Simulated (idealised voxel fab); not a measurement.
Title: Process Module voxel transistor to metal
Cross-section cut: width 210 nm, square cells of 5 nm.
Notation: cross-section as square-cell grid; stated in bands, top first, going down; one or more cell rows per band.
Each band's line starts with the height of the band's top and of its bottom, in nm. Then come its materials from left to right, each with its width in nm. One material with "throughout" fills the band from edge to edge. "air" is empty space.
Measure heights from 0. That's the level where, below it, the as-received wafer is all one material. The lowest band is bottomless and extends downward; write it as in "top 0, no bottom".
Note: "30 to 40" means the width goes from the first number (top row of the band) to the second number (bottom row) in equal steps per row of cells.
The designation "same as before", where it is given for a processing step, indicates that no cell of the cross-section was altered in the course of that step.
Each empty space that has no open way to the top and spans at least 8 cells appears under "Closed empty spaces" as width x height at distance, the distance counted from the left edge, all in nm.
after a step's settings: what the simulator itself notes on the step
overlay nm: mask right of planned place by this much (step with mask). Neg. = left.
Pairs, read this way: before one process step on the one hand, after it on the other, the after cross-section ending at the lowest band that changed; the step between, settings included, beneath. Same starting wafer throughout, but possibly different runs of this module, so no pair continues from the pair above unless its entry headed "Before the process" says so.

## Before the process
  top 0, no bottom | Si throughout
  Closed empty spaces: none

## Resulting Structure
  top 5, bottom 0 | SiO2 throughout
  Below 0 it's all the same as before, nothing changed down there.
  Closed empty spaces: none
Step sandwiched between the two cross-sections above: CONFORMAL_DEP | material SiO2 | thk nm 5

Before the process: same picture as after in the pair right above, so we don't repeat it.

## Resulting Structure
  top 20, bottom 5 | SiN throughout
  Below 5 it's all the same as before, nothing changed down there.
  Closed empty spaces: none
Step sandwiched between the two cross-sections above: CONFORMAL_DEP | material SiN | thk nm 15

Before the process: same picture as after in the pair right above, so we don't repeat it.

## Resulting Structure
  top 20, bottom 5 | air 55 nm | SiN 100 nm | air 55 nm
  Below 5 it's all the same as before, nothing changed down there.
  Closed empty spaces: none
Step sandwiched between the two cross-sections above: MASKED_ETCH | tone cover | mask id ACTIVE | width nm 100 | etch materials SiN | depth nm 15 | overlay nm 0

Before the process: same picture as after in the pair right above, so we don't repeat it.

## Resulting Structure
  top 20, bottom 5 | air 55 nm | SiN 100 nm | air 55 nm
  top 5, bottom 0 | air 55 nm | SiO2 100 nm | air 55 nm
  Below 0 it's all the same as before, nothing changed down there.
  Closed empty spaces: none
Step sandwiched between the two cross-sections above: MASKED_ETCH | tone cover | mask id ACTIVE | width nm 100 | etch materials SiO2 | depth nm 5 | overlay nm 0

Before the process: same picture as after in the pair right above, so we don't repeat it.

## Resulting Structure
  top 20, bottom 5 | air 55 nm | SiN 100 nm | air 55 nm
  top 5, bottom 0 | air 55 nm | SiO2 100 nm | air 55 nm
  top 0, bottom -25 | air 55 nm | Si 100 nm | air 55 nm
  Below -25 it's all the same as before, nothing changed down there.
  Closed empty spaces: none
Step sandwiched between the two cross-sections above: MASKED_ETCH | tone cover | mask id ACTIVE | width nm 100 | etch materials Si | depth nm 25 | overlay nm 0

Before the process: same picture as after in the pair right above, so we don't repeat it.

## Resulting Structure
  top 20, bottom 5 | air 55 nm | SiN 100 nm | air 55 nm
  top 5, bottom 0 | air 55 nm | SiO2 100 nm | air 55 nm
  top 0, bottom -25 | air 55 nm | SiO2 5 nm | Si 90 nm | SiO2 5 nm | air 55 nm
  top -25, bottom -30 | SiO2 60 nm | Si 90 nm | SiO2 60 nm
  Below -30 it's all the same as before, nothing changed down there.
  Closed empty spaces: none
Step sandwiched between the two cross-sections above: OXIDIZE | depth nm 5

Before the process: same picture as after in the pair right above, so we don't repeat it.

## Resulting Structure
  top 30, bottom 20 | SiO2 throughout
  top 20, bottom 5 | SiO2 55 nm | SiN 100 nm | SiO2 55 nm
  top 5, bottom 0 | SiO2 throughout
  top 0, bottom -30 | SiO2 60 nm | Si 90 nm | SiO2 60 nm
  Below -30 it's all the same as before, nothing changed down there.
  Closed empty spaces: none
Step sandwiched between the two cross-sections above: FILL_DEP | material SiO2 | thk nm 10

Before the process: same picture as after in the pair right above, so we don't repeat it.

## Resulting Structure
  top 20, bottom 5 | SiO2 55 nm | SiN 100 nm | SiO2 55 nm
  Below 5 it's all the same as before, nothing changed down there.
  Closed empty spaces: none
Step sandwiched between the two cross-sections above: CMP | height nm 20

Before the process: same picture as after in the pair right above, so we don't repeat it.

## Resulting Structure
  top 20, bottom 5 | air 55 nm | SiN 100 nm | air 55 nm
  Below 5 it's all the same as before, nothing changed down there.
  Closed empty spaces: none
Step sandwiched between the two cross-sections above: SELECTIVE_ETCH | etch materials SiO2 | depth nm 15

Before the process: same picture as after in the pair right above, so we don't repeat it.

## Resulting Structure
  top 5, bottom 0 | SiO2 throughout
  Below 0 it's all the same as before, nothing changed down there.
  Closed empty spaces: none
Step sandwiched between the two cross-sections above: STRIP | etch materials SiN

Before the process: same picture as after in the pair right above, so we don't repeat it.

## Resulting Structure
  top 0, bottom -30 | SiO2 60 nm | Si 90 nm | SiO2 60 nm
  Below -30 it's all the same as before, nothing changed down there.
  Closed empty spaces: none
Step sandwiched between the two cross-sections above: SELECTIVE_ETCH | etch materials SiO2 | depth nm 5

Before the process: same picture as after in the pair right above, so we don't repeat it.

## Resulting Structure
  top 0, bottom -5 | SiO2 throughout
  Below -5 it's all the same as before, nothing changed down there.
  Closed empty spaces: none
Step sandwiched between the two cross-sections above: OXIDIZE | depth nm 5

Before the process: same picture as after in the pair right above, so we don't repeat it.

## Resulting Structure
  top 30, bottom 0 | polySi throughout
  Below 0 it's all the same as before, nothing changed down there.
  Closed empty spaces: none
Step sandwiched between the two cross-sections above: DIRECTIONAL_DEP | material polySi | thk nm 30

Before the process: same picture as after in the pair right above, so we don't repeat it.

## Resulting Structure
  top 40, bottom 30 | SiCN throughout
  Below 30 it's all the same as before, nothing changed down there.
  Closed empty spaces: none
Step sandwiched between the two cross-sections above: DIRECTIONAL_DEP | material SiCN | thk nm 10

Before the process: same picture as after in the pair right above, so we don't repeat it.

## Resulting Structure
  top 40, bottom 30 | air 95 nm | SiCN 20 nm | air 95 nm
  Below 30 it's all the same as before, nothing changed down there.
  Closed empty spaces: none
Step sandwiched between the two cross-sections above: MASKED_ETCH | tone cover | mask id GATE | width nm 20 | etch materials SiCN | depth nm 20 | overlay nm 0

Before the process: same picture as after in the pair right above, so we don't repeat it.

## Resulting Structure
  top 40, bottom 30 | air 95 nm | SiCN 20 nm | air 95 nm
  top 30, bottom 0 | air 95 nm | polySi 20 nm | air 95 nm
  Below 0 it's all the same as before, nothing changed down there.
  Closed empty spaces: none
Step sandwiched between the two cross-sections above: MASKED_ETCH | tone cover | mask id GATE | width nm 20 | etch materials polySi | depth nm 40 | overlay nm 0

Before the process: same picture as after in the pair right above, so we don't repeat it.

## Resulting Structure
  top 45, bottom 40 | air 90 nm | SiO2 30 nm | air 90 nm
  top 40, bottom 30 | air 90 nm | SiO2 5 nm | SiCN 20 nm | SiO2 5 nm | air 90 nm
  top 30, bottom 5 | air 90 nm | SiO2 5 nm | polySi 20 nm | SiO2 5 nm | air 90 nm
  top 5, bottom 0 | SiO2 95 nm | polySi 20 nm | SiO2 95 nm
  Below 0 it's all the same as before, nothing changed down there.
  Closed empty spaces: none
Step sandwiched between the two cross-sections above: CONFORMAL_DEP | material SiO2 | thk nm 5

Before the process: same picture as after in the pair right above, so we don't repeat it.

## Resulting Structure
  top 40, bottom 30 | air 90 nm | SiO2 5 nm | SiCN 20 nm | SiO2 5 nm | air 90 nm
  top 30, bottom 0 | air 90 nm | SiO2 5 nm | polySi 20 nm | SiO2 5 nm | air 90 nm
  Below 0 it's all the same as before, nothing changed down there.
  Closed empty spaces: none
Step sandwiched between the two cross-sections above: DIRECTIONAL_ETCH | etch materials SiO2 | depth nm 5

Before the process: same picture as after in the pair right above, so we don't repeat it.

## Resulting Structure
  top 45, bottom 40 | air 85 nm | SiN 40 nm | air 85 nm
  top 40, bottom 30 | air 85 nm | SiN 5 nm | SiO2 5 nm | SiCN 20 nm | SiO2 5 nm | SiN 5 nm | air 85 nm
  top 30, bottom 5 | air 85 nm | SiN 5 nm | SiO2 5 nm | polySi 20 nm | SiO2 5 nm | SiN 5 nm | air 85 nm
  top 5, bottom 0 | SiN 90 nm | SiO2 5 nm | polySi 20 nm | SiO2 5 nm | SiN 90 nm
  Below 0 it's all the same as before, nothing changed down there.
  Closed empty spaces: none
Step sandwiched between the two cross-sections above: CONFORMAL_DEP | material SiN | thk nm 5

Before the process: same picture as after in the pair right above, so we don't repeat it.

## Resulting Structure
  top 40, bottom 30 | air 85 nm | SiN 5 nm | SiO2 5 nm | SiCN 20 nm | SiO2 5 nm | SiN 5 nm | air 85 nm
  top 30, bottom 0 | air 85 nm | SiN 5 nm | SiO2 5 nm | polySi 20 nm | SiO2 5 nm | SiN 5 nm | air 85 nm
  Below 0 it's all the same as before, nothing changed down there.
  Closed empty spaces: none
Step sandwiched between the two cross-sections above: DIRECTIONAL_ETCH | etch materials SiN | depth nm 5

Before the process: same picture as after in the pair right above, so we don't repeat it.

## Resulting Structure
  top 40, bottom 35 | air 85 nm | SiN 5 nm | air 5 nm | SiCN 20 nm | air 5 nm | SiN 5 nm | air 85 nm
  top 35, bottom 30 | air 85 nm | SiN 5 nm | SiO2 5 nm | SiCN 20 nm | SiO2 5 nm | SiN 5 nm | air 85 nm
  top 30, bottom 0 | air 85 nm | SiN 5 nm | SiO2 5 nm | polySi 20 nm | SiO2 5 nm | SiN 5 nm | air 85 nm
  top 0, bottom -5 | air 85 nm | SiO2 40 nm | air 85 nm
  Below -5 it's all the same as before, nothing changed down there.
  Closed empty spaces: none
Step sandwiched between the two cross-sections above: DIRECTIONAL_ETCH | etch materials SiO2 | depth nm 5

Before the process: same picture as after in the pair right above, so we don't repeat it.

## Resulting Structure
  top 40, bottom 35 | air 85 nm | SiN 5 nm | air 5 nm | SiCN 20 nm | air 5 nm | SiN 5 nm | air 85 nm
  top 35, bottom 30 | air 85 nm | SiN 5 nm | SiO2 5 nm | SiCN 20 nm | SiO2 5 nm | SiN 5 nm | air 85 nm
  top 30, bottom 0 | air 85 nm | SiN 5 nm | SiO2 5 nm | polySi 20 nm | SiO2 5 nm | SiN 5 nm | air 85 nm
  top 0, bottom -5 | air 85 nm | SiO2 40 nm | air 85 nm
  top -5, bottom -20 | SiO2 60 nm | air 25 nm | Si 40 nm | air 25 nm | SiO2 60 nm
  Below -20 it's all the same as before, nothing changed down there.
  Closed empty spaces: none
Step sandwiched between the two cross-sections above: DIRECTIONAL_ETCH | etch materials Si | depth nm 15

Before the process: same picture as after in the pair right above, so we don't repeat it.

## Resulting Structure
  top 40, bottom 35 | air 85 nm | SiN 5 nm | air 5 nm | SiCN 20 nm | air 5 nm | SiN 5 nm | air 85 nm
  top 35, bottom 30 | air 85 nm | SiN 5 nm | SiO2 5 nm | SiCN 20 nm | SiO2 5 nm | SiN 5 nm | air 85 nm
  top 30, bottom 15 | air 85 nm | SiN 5 nm | SiO2 5 nm | polySi 20 nm | SiO2 5 nm | SiN 5 nm | air 85 nm
  top 15, bottom 0 | air 65 nm | nSi 20 nm | SiN 5 nm | SiO2 5 nm | polySi 20 nm | SiO2 5 nm | SiN 5 nm | nSi 20 nm | air 65 nm
  top 0, bottom -5 | air 55 nm | nSi 30 nm | SiO2 40 nm | nSi 30 nm | air 55 nm
  top -5, bottom -20 | SiO2 60 nm | nSi 25 nm | Si 40 nm | nSi 25 nm | SiO2 60 nm
  Below -20 it's all the same as before, nothing changed down there.
  Closed empty spaces: none
Step sandwiched between the two cross-sections above: EPI | material nSi | thk nm 20

Before the process: same picture as after in the pair right above, so we don't repeat it.

## Resulting Structure
  top 45, bottom 40 | SiO2 throughout
  top 40, bottom 30 | SiO2 85 nm | SiN 5 nm | SiO2 5 nm | SiCN 20 nm | SiO2 5 nm | SiN 5 nm | SiO2 85 nm
  top 30, bottom 15 | SiO2 85 nm | SiN 5 nm | SiO2 5 nm | polySi 20 nm | SiO2 5 nm | SiN 5 nm | SiO2 85 nm
  top 15, bottom 0 | SiO2 65 nm | nSi 20 nm | SiN 5 nm | SiO2 5 nm | polySi 20 nm | SiO2 5 nm | SiN 5 nm | nSi 20 nm | SiO2 65 nm
  top 0, bottom -5 | SiO2 55 nm | nSi 30 nm | SiO2 40 nm | nSi 30 nm | SiO2 55 nm
  Below -5 it's all the same as before, nothing changed down there.
  Closed empty spaces: none
Step sandwiched between the two cross-sections above: FILL_DEP | material SiO2 | thk nm 5

Before the process: same picture as after in the pair right above, so we don't repeat it.

## Resulting Structure
  top 40, bottom 30 | SiO2 85 nm | SiN 5 nm | SiO2 5 nm | SiCN 20 nm | SiO2 5 nm | SiN 5 nm | SiO2 85 nm
  Below 30 it's all the same as before, nothing changed down there.
  Closed empty spaces: none
Step sandwiched between the two cross-sections above: CMP | height nm 40

Before the process: same picture as after in the pair right above, so we don't repeat it.

## Resulting Structure
  top 50, bottom 40 | SiO2 throughout
  Below 40 it's all the same as before, nothing changed down there.
  Closed empty spaces: none
Step sandwiched between the two cross-sections above: DIRECTIONAL_DEP | material SiO2 | thk nm 10

Before the process: same picture as after in the pair right above, so we don't repeat it.

## Resulting Structure
  top 60, bottom 50 | aC throughout
  Below 50 it's all the same as before, nothing changed down there.
  Closed empty spaces: none
Step sandwiched between the two cross-sections above: DIRECTIONAL_DEP | material aC | thk nm 10

Before the process: same picture as after in the pair right above, so we don't repeat it.

## Resulting Structure
  top 85, bottom 60 | resist 60 nm | air 15 nm | resist 60 nm | air 15 nm | resist 60 nm
  Below 60 it's all the same as before, nothing changed down there.
  Closed empty spaces: none
Step sandwiched between the two cross-sections above: PATTERN | tone open | mask id CONTACT | material resist | width nm 15 | pitch nm 75 | thk nm 25 | overlay nm 0

Before the process: same picture as after in the pair right above, so we don't repeat it.

## Resulting Structure
  top 75, bottom 60 | resist 60 nm | air 15 nm | resist 60 nm | air 15 nm | resist 60 nm
  top 60, bottom 50 | aC 60 nm | air 15 nm | aC 60 nm | air 15 nm | aC 60 nm
  Below 50 it's all the same as before, nothing changed down there.
  Closed empty spaces: none
Step sandwiched between the two cross-sections above: DIRECTIONAL_ETCH | etch materials aC | depth nm 10

Before the process: same picture as after in the pair right above, so we don't repeat it.

## Resulting Structure
  top 60, bottom 50 | aC 60 nm | air 15 nm | aC 60 nm | air 15 nm | aC 60 nm
  Below 50 it's all the same as before, nothing changed down there.
  Closed empty spaces: none
Step sandwiched between the two cross-sections above: STRIP | etch materials resist

Before the process: same picture as after in the pair right above, so we don't repeat it.

## Resulting Structure
  top 60, bottom 50 | aC 60 nm | air 15 nm | aC 60 nm | air 15 nm | aC 60 nm
  top 50, bottom 40 | SiO2 60 nm | air 15 nm | SiO2 60 nm | air 15 nm | SiO2 60 nm
  top 40, bottom 30 | SiO2 60 nm | air 15 nm | SiO2 10 nm | SiN 5 nm | SiO2 5 nm | SiCN 20 nm | SiO2 5 nm | SiN 5 nm | SiO2 10 nm | air 15 nm | SiO2 60 nm
  top 30, bottom 15 | SiO2 60 nm | air 15 nm | SiO2 10 nm | SiN 5 nm | SiO2 5 nm | polySi 20 nm | SiO2 5 nm | SiN 5 nm | SiO2 10 nm | air 15 nm | SiO2 60 nm
  top 15, bottom 0 | SiO2 60 nm | air 5 nm | nSi 20 nm | SiN 5 nm | SiO2 5 nm | polySi 20 nm | SiO2 5 nm | SiN 5 nm | nSi 20 nm | air 5 nm | SiO2 60 nm
  Below 0 it's all the same as before, nothing changed down there.
  Closed empty spaces: none
Step sandwiched between the two cross-sections above: DIRECTIONAL_ETCH | etch materials SiO2 | depth nm 50

Before the process: same picture as after in the pair right above, so we don't repeat it.

## Resulting Structure
  top 50, bottom 40 | SiO2 60 nm | air 15 nm | SiO2 60 nm | air 15 nm | SiO2 60 nm
  Below 40 it's all the same as before, nothing changed down there.
  Closed empty spaces: none
Step sandwiched between the two cross-sections above: STRIP | etch materials aC

Before the process: same picture as after in the pair right above, so we don't repeat it.

## Resulting Structure
  top 55, bottom 50 | TiN 65 nm | air 5 nm | TiN 70 nm | air 5 nm | TiN 65 nm
  top 50, bottom 40 | SiO2 60 nm | TiN 5 nm | air 5 nm | TiN 5 nm | SiO2 60 nm | TiN 5 nm | air 5 nm | TiN 5 nm | SiO2 60 nm
  top 40, bottom 30 | SiO2 60 nm | TiN 5 nm | air 5 nm | TiN 5 nm | SiO2 10 nm | SiN 5 nm | SiO2 5 nm | SiCN 20 nm | SiO2 5 nm | SiN 5 nm | SiO2 10 nm | TiN 5 nm | air 5 nm | TiN 5 nm | SiO2 60 nm
  top 30, bottom 20 | SiO2 60 nm | TiN 5 nm | air 5 nm | TiN 5 nm | SiO2 10 nm | SiN 5 nm | SiO2 5 nm | polySi 20 nm | SiO2 5 nm | SiN 5 nm | SiO2 10 nm | TiN 5 nm | air 5 nm | TiN 5 nm | SiO2 60 nm
  top 20, bottom 15 | SiO2 60 nm | TiN 15 nm | SiO2 10 nm | SiN 5 nm | SiO2 5 nm | polySi 20 nm | SiO2 5 nm | SiN 5 nm | SiO2 10 nm | TiN 15 nm | SiO2 60 nm
  top 15, bottom 0 | SiO2 60 nm | TiN 5 nm | nSi 20 nm | SiN 5 nm | SiO2 5 nm | polySi 20 nm | SiO2 5 nm | SiN 5 nm | nSi 20 nm | TiN 5 nm | SiO2 60 nm
  Below 0 it's all the same as before, nothing changed down there.
  Closed empty spaces: none
Step sandwiched between the two cross-sections above: CONFORMAL_DEP | material TiN | thk nm 5

Before the process: same picture as after in the pair right above, so we don't repeat it.

## Resulting Structure
  top 60, bottom 55 | Ru throughout
  top 55, bottom 50 | TiN 65 nm | Ru 5 nm | TiN 70 nm | Ru 5 nm | TiN 65 nm
  top 50, bottom 40 | SiO2 60 nm | TiN 5 nm | Ru 5 nm | TiN 5 nm | SiO2 60 nm | TiN 5 nm | Ru 5 nm | TiN 5 nm | SiO2 60 nm
  top 40, bottom 30 | SiO2 60 nm | TiN 5 nm | Ru 5 nm | TiN 5 nm | SiO2 10 nm | SiN 5 nm | SiO2 5 nm | SiCN 20 nm | SiO2 5 nm | SiN 5 nm | SiO2 10 nm | TiN 5 nm | Ru 5 nm | TiN 5 nm | SiO2 60 nm
  top 30, bottom 20 | SiO2 60 nm | TiN 5 nm | Ru 5 nm | TiN 5 nm | SiO2 10 nm | SiN 5 nm | SiO2 5 nm | polySi 20 nm | SiO2 5 nm | SiN 5 nm | SiO2 10 nm | TiN 5 nm | Ru 5 nm | TiN 5 nm | SiO2 60 nm
  Below 20 it's all the same as before, nothing changed down there.
  Closed empty spaces: none
Step sandwiched between the two cross-sections above: FILL_DEP | material Ru | thk nm 5

Before the process: same picture as after in the pair right above, so we don't repeat it.

## Resulting Structure
  top 50, bottom 40 | SiO2 60 nm | TiN 5 nm | Ru 5 nm | TiN 5 nm | SiO2 60 nm | TiN 5 nm | Ru 5 nm | TiN 5 nm | SiO2 60 nm
  Below 40 it's all the same as before, nothing changed down there.
  Closed empty spaces: none
Step sandwiched between the two cross-sections above: CMP | height nm 50

Before the process: same picture as after in the pair right above, so we don't repeat it.

## Resulting Structure
  top 55, bottom 50 | SiCN throughout
  Below 50 it's all the same as before, nothing changed down there.
  Closed empty spaces: none
Step sandwiched between the two cross-sections above: CONFORMAL_DEP | material SiCN | thk nm 5

Before the process: same picture as after in the pair right above, so we don't repeat it.

## Resulting Structure
  top 75, bottom 55 | lowk throughout
  Below 55 it's all the same as before, nothing changed down there.
  Closed empty spaces: none
Step sandwiched between the two cross-sections above: DIRECTIONAL_DEP | material lowk | thk nm 20

Before the process: same picture as after in the pair right above, so we don't repeat it.

## Resulting Structure
  top 75, bottom 55 | lowk 60 nm | air 15 nm | lowk 60 nm | air 15 nm | lowk 60 nm
  Below 55 it's all the same as before, nothing changed down there.
  Closed empty spaces: none
Step sandwiched between the two cross-sections above: MASKED_ETCH | tone open | mask id METAL_1 | width nm 15 | pitch nm 75 | etch materials lowk | depth nm 20 | overlay nm 0

Before the process: same picture as after in the pair right above, so we don't repeat it.

## Resulting Structure
  top 75, bottom 55 | lowk 60 nm | air 15 nm | lowk 60 nm | air 15 nm | lowk 60 nm
  top 55, bottom 50 | SiCN 60 nm | air 15 nm | SiCN 60 nm | air 15 nm | SiCN 60 nm
  Below 50 it's all the same as before, nothing changed down there.
  Closed empty spaces: none
Step sandwiched between the two cross-sections above: MASKED_ETCH | tone open | mask id METAL_1 | width nm 15 | pitch nm 75 | etch materials SiCN | depth nm 5 | overlay nm 0

Before the process: same picture as after in the pair right above, so we don't repeat it.

## Resulting Structure
  top 80, bottom 75 | TiN 65 nm | air 5 nm | TiN 70 nm | air 5 nm | TiN 65 nm
  top 75, bottom 55 | lowk 60 nm | TiN 5 nm | air 5 nm | TiN 5 nm | lowk 60 nm | TiN 5 nm | air 5 nm | TiN 5 nm | lowk 60 nm
  top 55, bottom 50 | SiCN 60 nm | TiN 15 nm | SiCN 60 nm | TiN 15 nm | SiCN 60 nm
  Below 50 it's all the same as before, nothing changed down there.
  Closed empty spaces: none
Step sandwiched between the two cross-sections above: CONFORMAL_DEP | material TiN | thk nm 5

Before the process: same picture as after in the pair right above, so we don't repeat it.

## Resulting Structure
  top 85, bottom 80 | Cu throughout
  top 80, bottom 75 | TiN 65 nm | Cu 5 nm | TiN 70 nm | Cu 5 nm | TiN 65 nm
  top 75, bottom 55 | lowk 60 nm | TiN 5 nm | Cu 5 nm | TiN 5 nm | lowk 60 nm | TiN 5 nm | Cu 5 nm | TiN 5 nm | lowk 60 nm
  Below 55 it's all the same as before, nothing changed down there.
  Closed empty spaces: none
Step sandwiched between the two cross-sections above: FILL_DEP | material Cu | thk nm 5

Before the process: same picture as after in the pair right above, so we don't repeat it.

## Resulting Structure
  top 75, bottom 55 | lowk 60 nm | TiN 5 nm | Cu 5 nm | TiN 5 nm | lowk 60 nm | TiN 5 nm | Cu 5 nm | TiN 5 nm | lowk 60 nm
  Below 55 it's all the same as before, nothing changed down there.
  Closed empty spaces: none
Step sandwiched between the two cross-sections above: CMP | height nm 75

Before the process: same picture as after in the pair right above, so we don't repeat it.

## Resulting Structure
  top 80, bottom 75 | SiCN throughout
  Below 75 it's all the same as before, nothing changed down there.
  Closed empty spaces: none
Step sandwiched between the two cross-sections above: CONFORMAL_DEP | material SiCN | thk nm 5

## Before the process
  top 0, no bottom | Si throughout
  Closed empty spaces: none

## Resulting Structure
  top 15, bottom 0 | SiN throughout
  Below 0 it's all the same as before, nothing changed down there.
  Closed empty spaces: none
Step sandwiched between the two cross-sections above: CONFORMAL_DEP | material SiN | thk nm 15

Before the process: same picture as after in the pair right above, so we don't repeat it.

## Resulting Structure
  top 15, bottom 0 | air 55 nm | SiN 100 nm | air 55 nm
  Below 0 it's all the same as before, nothing changed down there.
  Closed empty spaces: none
Step sandwiched between the two cross-sections above: MASKED_ETCH | tone cover | mask id ACTIVE | width nm 100 | etch materials SiN | depth nm 15 | overlay nm 0

Before the process: same picture as after in the pair right above, so we don't repeat it.

## Resulting Structure
  top 15, bottom 0 | air 55 nm | SiN 100 nm | air 55 nm
  top 0, bottom -25 | air 55 nm | Si 100 nm | air 55 nm
  Below -25 it's all the same as before, nothing changed down there.
  Closed empty spaces: none
Step sandwiched between the two cross-sections above: MASKED_ETCH | tone cover | mask id ACTIVE | width nm 100 | etch materials Si | depth nm 25 | overlay nm 0

Before the process: same picture as after in the pair right above, so we don't repeat it.

## Resulting Structure
  top 15, bottom 0 | air 55 nm | SiN 100 nm | air 55 nm
  top 0, bottom -25 | air 55 nm | SiO2 5 nm | Si 90 nm | SiO2 5 nm | air 55 nm
  top -25, bottom -30 | SiO2 60 nm | Si 90 nm | SiO2 60 nm
  Below -30 it's all the same as before, nothing changed down there.
  Closed empty spaces: none
Step sandwiched between the two cross-sections above: OXIDIZE | depth nm 5

Before the process: same picture as after in the pair right above, so we don't repeat it.

## Resulting Structure
  top 25, bottom 15 | SiO2 throughout
  top 15, bottom 0 | SiO2 55 nm | SiN 100 nm | SiO2 55 nm
  top 0, bottom -30 | SiO2 60 nm | Si 90 nm | SiO2 60 nm
  Below -30 it's all the same as before, nothing changed down there.
  Closed empty spaces: none
Step sandwiched between the two cross-sections above: FILL_DEP | material SiO2 | thk nm 10

Before the process: same picture as after in the pair right above, so we don't repeat it.

## Resulting Structure
  top 20, bottom 15 | SiO2 throughout
  Below 15 it's all the same as before, nothing changed down there.
  Closed empty spaces: none
Step sandwiched between the two cross-sections above: CMP | height nm 20

Before the process: same picture as after in the pair right above, so we don't repeat it.

## Resulting Structure
  top 15, bottom 5 | air 55 nm | SiN 100 nm | air 55 nm
  Below 5 it's all the same as before, nothing changed down there.
  Closed empty spaces: none
Step sandwiched between the two cross-sections above: SELECTIVE_ETCH | etch materials SiO2 | depth nm 15

Before the process: same picture as after in the pair right above, so we don't repeat it.

## Resulting Structure
  top 5, bottom 0 | SiO2 55 nm | air 100 nm | SiO2 55 nm
  Below 0 it's all the same as before, nothing changed down there.
  Closed empty spaces: none
Step sandwiched between the two cross-sections above: STRIP | etch materials SiN

Before the process: same picture as after in the pair right above, so we don't repeat it.

## Resulting Structure
  top 0, bottom -5 | SiO2 50 nm | air 10 nm | Si 90 nm | air 10 nm | SiO2 50 nm
  Below -5 it's all the same as before, nothing changed down there.
  Closed empty spaces: none
Step sandwiched between the two cross-sections above: SELECTIVE_ETCH | etch materials SiO2 | depth nm 5

Before the process: same picture as after in the pair right above, so we don't repeat it.

## Resulting Structure
  top 0, bottom -5 | SiO2 50 nm | air 10 nm | SiO2 90 nm | air 10 nm | SiO2 50 nm
  top -5, bottom -10 | SiO2 65 nm | Si 80 nm | SiO2 65 nm
  Below -10 it's all the same as before, nothing changed down there.
  Closed empty spaces: none
Step sandwiched between the two cross-sections above: OXIDIZE | depth nm 5

Before the process: same picture as after in the pair right above, so we don't repeat it.

## Resulting Structure
  top 30, bottom 25 | polySi 50 nm | air 10 nm | polySi 90 nm | air 10 nm | polySi 50 nm
  top 25, bottom 0 | polySi throughout
  top 0, bottom -5 | SiO2 50 nm | polySi 10 nm | SiO2 90 nm | polySi 10 nm | SiO2 50 nm
  Below -5 it's all the same as before, nothing changed down there.
  Closed empty spaces: none
Step sandwiched between the two cross-sections above: DIRECTIONAL_DEP | material polySi | thk nm 30

Before the process: same picture as after in the pair right above, so we don't repeat it.

## Resulting Structure
  top 40, bottom 35 | SiCN 50 nm | air 10 nm | SiCN 90 nm | air 10 nm | SiCN 50 nm
  top 35, bottom 30 | SiCN throughout
  top 30, bottom 25 | polySi 50 nm | SiCN 10 nm | polySi 90 nm | SiCN 10 nm | polySi 50 nm
  Below 25 it's all the same as before, nothing changed down there.
  Closed empty spaces: none
Step sandwiched between the two cross-sections above: DIRECTIONAL_DEP | material SiCN | thk nm 10

Before the process: same picture as after in the pair right above, so we don't repeat it.

## Resulting Structure
  top 40, bottom 30 | air 95 nm | SiCN 20 nm | air 95 nm
  top 30, bottom 25 | polySi 50 nm | air 10 nm | polySi 90 nm | air 10 nm | polySi 50 nm
  Below 25 it's all the same as before, nothing changed down there.
  Closed empty spaces: none
Step sandwiched between the two cross-sections above: MASKED_ETCH | tone cover | mask id GATE | width nm 20 | etch materials SiCN | depth nm 20 | overlay nm 0

Before the process: same picture as after in the pair right above, so we don't repeat it.

## Resulting Structure
  top 40, bottom 30 | air 95 nm | SiCN 20 nm | air 95 nm
  top 30, bottom 0 | air 95 nm | polySi 20 nm | air 95 nm
  top 0, bottom -5 | SiO2 50 nm | air 10 nm | SiO2 90 nm | air 10 nm | SiO2 50 nm
  Below -5 it's all the same as before, nothing changed down there.
  Closed empty spaces: none
Step sandwiched between the two cross-sections above: MASKED_ETCH | tone cover | mask id GATE | width nm 20 | etch materials polySi | depth nm 40 | overlay nm 0

Before the process: same picture as after in the pair right above, so we don't repeat it.

## Resulting Structure
  top 45, bottom 40 | air 90 nm | SiO2 30 nm | air 90 nm
  top 40, bottom 30 | air 90 nm | SiO2 5 nm | SiCN 20 nm | SiO2 5 nm | air 90 nm
  top 30, bottom 5 | air 90 nm | SiO2 5 nm | polySi 20 nm | SiO2 5 nm | air 90 nm
  top 5, bottom 0 | SiO2 95 nm | polySi 20 nm | SiO2 95 nm
  top 0, bottom -5 | SiO2 throughout
  Below -5 it's all the same as before, nothing changed down there.
  Closed empty spaces: none
Step sandwiched between the two cross-sections above: CONFORMAL_DEP | material SiO2 | thk nm 5

Before the process: same picture as after in the pair right above, so we don't repeat it.

## Resulting Structure
  top 40, bottom 30 | air 90 nm | SiO2 5 nm | SiCN 20 nm | SiO2 5 nm | air 90 nm
  top 30, bottom 0 | air 90 nm | SiO2 5 nm | polySi 20 nm | SiO2 5 nm | air 90 nm
  Below 0 it's all the same as before, nothing changed down there.
  Closed empty spaces: none
Step sandwiched between the two cross-sections above: DIRECTIONAL_ETCH | etch materials SiO2 | depth nm 5

Before the process: same picture as after in the pair right above, so we don't repeat it.

## Resulting Structure
  top 45, bottom 40 | air 85 nm | SiN 40 nm | air 85 nm
  top 40, bottom 30 | air 85 nm | SiN 5 nm | SiO2 5 nm | SiCN 20 nm | SiO2 5 nm | SiN 5 nm | air 85 nm
  top 30, bottom 5 | air 85 nm | SiN 5 nm | SiO2 5 nm | polySi 20 nm | SiO2 5 nm | SiN 5 nm | air 85 nm
  top 5, bottom 0 | SiN 90 nm | SiO2 5 nm | polySi 20 nm | SiO2 5 nm | SiN 90 nm
  Below 0 it's all the same as before, nothing changed down there.
  Closed empty spaces: none
Step sandwiched between the two cross-sections above: CONFORMAL_DEP | material SiN | thk nm 5

Before the process: same picture as after in the pair right above, so we don't repeat it.

## Resulting Structure
  top 40, bottom 30 | air 85 nm | SiN 5 nm | SiO2 5 nm | SiCN 20 nm | SiO2 5 nm | SiN 5 nm | air 85 nm
  top 30, bottom 0 | air 85 nm | SiN 5 nm | SiO2 5 nm | polySi 20 nm | SiO2 5 nm | SiN 5 nm | air 85 nm
  Below 0 it's all the same as before, nothing changed down there.
  Closed empty spaces: none
Step sandwiched between the two cross-sections above: DIRECTIONAL_ETCH | etch materials SiN | depth nm 5
